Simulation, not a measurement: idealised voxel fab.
Documented hereafter: the process module known as voxel spacer lines.
Displayed cross-section: cut, width of 250 nm, square cells sized 5 nm.
When this document writes out a cross-section, it uses a grid of square cells and lists it as bands, beginning at the top and moving down, with a band standing for one or more rows of cells. The band entry comprises the height of the band's top followed by the height of its bottom, expressed in nm, and subsequently the band's materials from left to right, each stated together with its width in nm. Where a single material is marked with the word "edge to edge", that material fills the band from edge to edge. The word "empty" represents empty space. Height reference: 0 = level under which incoming wafer is all one material. Lowest band: no bottom, runs on downward, e.g. "0..down". A width given as "30->40" starts at the first number in the band's top row and ends at the second number in its bottom row, shifting by an equal amount at every step from row to row. Any step labelled "no change occurred" changed none of the cells in the cross-section. The list in "Enclosed void listing" covers empty spaces of 8 cells or more that cannot reach the top through any open way, and it gives each as width x height at distance; the distance is from the left edge, and width, height and distance are in nm. On a step's line, text after the settings is the simulator commenting on that step. overlay nm: where the mask lay relative to plan, measured to the right, on steps with a mask; negatives go left.
-- List of planned process steps
1. RECEIVE | material Si
2. CONFORMAL_DEP | material Al2O3 | thk nm 10
3. DIRECTIONAL_DEP | material polySi | thk nm 15
4. DIRECTIONAL_DEP | material aC | thk nm 30
5. PATTERN | tone cover | mask id MANDREL | material resist | width nm 20 | pitch nm 70 | thk nm 40 | overlay nm 0
6. DIRECTIONAL_ETCH | etch materials aC | depth nm 30
7. STRIP | etch materials resist
8. CONFORMAL_DEP | material SiN | thk nm 15
9. DIRECTIONAL_ETCH | etch materials SiN | depth nm 15
10. STRIP | etch materials aC
11. DIRECTIONAL_ETCH | etch materials polySi | depth nm 15
12. STRIP | etch materials SiN
13. FILL_DEP | material SiO2 | thk nm 5
14. CMP | height nm 25
-- Received-state cross-section, reflecting completion of step 1
	0..down | Si edge to edge
	Enclosed void listing: none
-- Module complete - cross-section of the first of two wafers, run according to plan
	25..10 | 65 of SiO2  15 of polySi  20 of SiO2  15 of polySi  20 of SiO2  15 of polySi  20 of SiO2  15 of polySi  65 of SiO2
	10..0 | Al2O3 edge to edge
	0..down | Si edge to edge
	Enclosed void listing: none
-- Cross-section, wafer two of two, end of module: same start and plan as wafer one, one error in execution
	25..10 | 70 of SiO2  15 of polySi  20 of SiO2  15 of polySi  20 of SiO2  15 of polySi  20 of SiO2  15 of polySi  60 of SiO2
	10..0 | Al2O3 edge to edge
	0..down | Si edge to edge
	Enclosed void listing: none
So what did we get wrong on this run? rather than as planned, step 5 actually ran as PATTERN | tone cover | mask id MANDREL | material resist | width nm 20 | pitch nm 70 | thk nm 40 | overlay nm 5
Same inventory, different map: at the end, the second wafer holds as many cells of each material as the first, placed elsewhere.
